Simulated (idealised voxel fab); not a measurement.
This section sets out a process module, namely voxel double patterning.
It is cross-section cut that appears here, measuring 170 nm in width, its square cells being 5 nm in size.
A cross-section is a grid of square cells, given in bands from the top down. A band is one or more rows of cells. Heads up on the band format: heights come first, top then bottom, in nm. After that it's the materials left to right, each with its width in nm. A single material flagged "full width" fills the whole band edge to edge, and "empty" means there's empty space there. Note: height 0 marks the level under which the wafer is uniformly one material as received. Lowest band unbounded below, written "0 -> down". The expression "30..40" gives the width at the extremes of the band, the first number at its top row of cells and the second at its bottom row, with the width changing by equal amounts from each row to the next in between. Step marked "nothing different"? Then no cell in the cross-section changed in it. So "Trapped cavities" is basically the list of trapped voids: any empty space of 8 cells or more that can't reach the top through an opening. They're written width x height at distance, the distance being from the left edge, and it's all nm. Text after the settings on a step's line: the simulator's own remark on that step. overlay nm: where the mask lay relative to plan, measured to the right, on steps with a mask; negatives go left.
# Set out below are the planned steps of the process
1) RECEIVE with material Si
2) CONFORMAL_DEP with material SiN, thk nm 10
3) DIRECTIONAL_DEP with material SiO2, thk nm 10
4) DIRECTIONAL_DEP with material SiCN, thk nm 10
5) DIRECTIONAL_DEP with material aC, thk nm 15
6) PATTERN with tone open, mask id FIRST, material resist, width nm 15, pitch nm 50, thk nm 35, overlay nm 0
7) DIRECTIONAL_ETCH with etch materials aC, depth nm 15
8) STRIP with etch materials resist
9) DIRECTIONAL_ETCH with etch materials SiCN, depth nm 10
10) STRIP with etch materials aC
11) PATTERN with tone open, mask id SECOND, material resist, width nm 15, thk nm 20, overlay nm 0
12) DIRECTIONAL_ETCH with etch materials SiCN, depth nm 10
13) STRIP with etch materials resist
14) DIRECTIONAL_ETCH with etch materials SiO2, depth nm 10
15) STRIP with etch materials SiCN
# Incoming wafer, cross-sectional view, post step 1
* 0 -> down = Si full width
* Trapped cavities: none
# One mistake in running the module, otherwise start and plan as above: cross-section at the end
* 20 -> 10 = SiO2 (50); empty (15); SiO2 (10); empty (15); SiO2 (10); empty (15); SiO2 (55)
* 10 -> 0 = aC full width
* 0 -> down = Si full width
* Trapped cavities: none
Nonconformance to the process plan: rather than as planned, step 2 actually ran as CONFORMAL_DEP with material aC, thk nm 10
